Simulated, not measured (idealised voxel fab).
process module | voxel lift off
cross-section cut | 190 nm wide | cells 5 nm
A cross-section is a grid of square cells, given in bands from the top down. A band is one or more rows of cells.
Each band's line starts with the height of the band's top and of its bottom, in nm. Then come its materials from left to right, each with its width in nm. One material with "throughout" fills the band from edge to edge. "air" is empty space.
Height 0 is the level under which the wafer as received is all one material. The lowest band goes on downwards, as in "0 down".
A width such as "30 to 40" changes by the same amount from each row of cells to the next, from the band's top row to its bottom row.
"no change" after a step means that no cell of the cross-section changed.
closed voids: empty space of 8 cells or more with no open way to the top, each as width x height at its distance from the left edge, in nm
after a step's settings: what the simulator itself notes on the step
overlay nm, on a step with a mask: how far to the right of its planned place the mask lay; to the left if negative
plan
1 op RECEIVE | material Si
2 op CONFORMAL_DEP | material Al2O3 | thk nm 5
3 op PATTERN | tone open | mask id LINES | material resist | width nm 20 | pitch nm 55 | thk nm 20 | overlay nm 0
4 op DIRECTIONAL_DEP | material Ru | thk nm 10
5 op STRIP | etch materials resist
6 op CONFORMAL_DEP | material SiCN | thk nm 5
varied across the wafers: width nm of step 3. The plan shows the first wafer's value. All wafers start alike
first wafer as received, after step 1
  0 down: Si throughout
  closed voids: none
each wafer at the end: cells of each material gained (+) or lost (-) since it was received, then its closed voids
width nm 20 | +38 Al2O3 | +16 Ru | +46 SiCN | closed voids: none
width nm 25 | +38 Al2O3 | +20 Ru | +46 SiCN | closed voids: none
width nm 30 | +38 Al2O3 | +24 Ru | +46 SiCN | closed voids: none
width nm 35 | +38 Al2O3 | +28 Ru | +46 SiCN | closed voids: none
width nm 40 | +38 Al2O3 | +32 Ru | +46 SiCN | closed voids: none
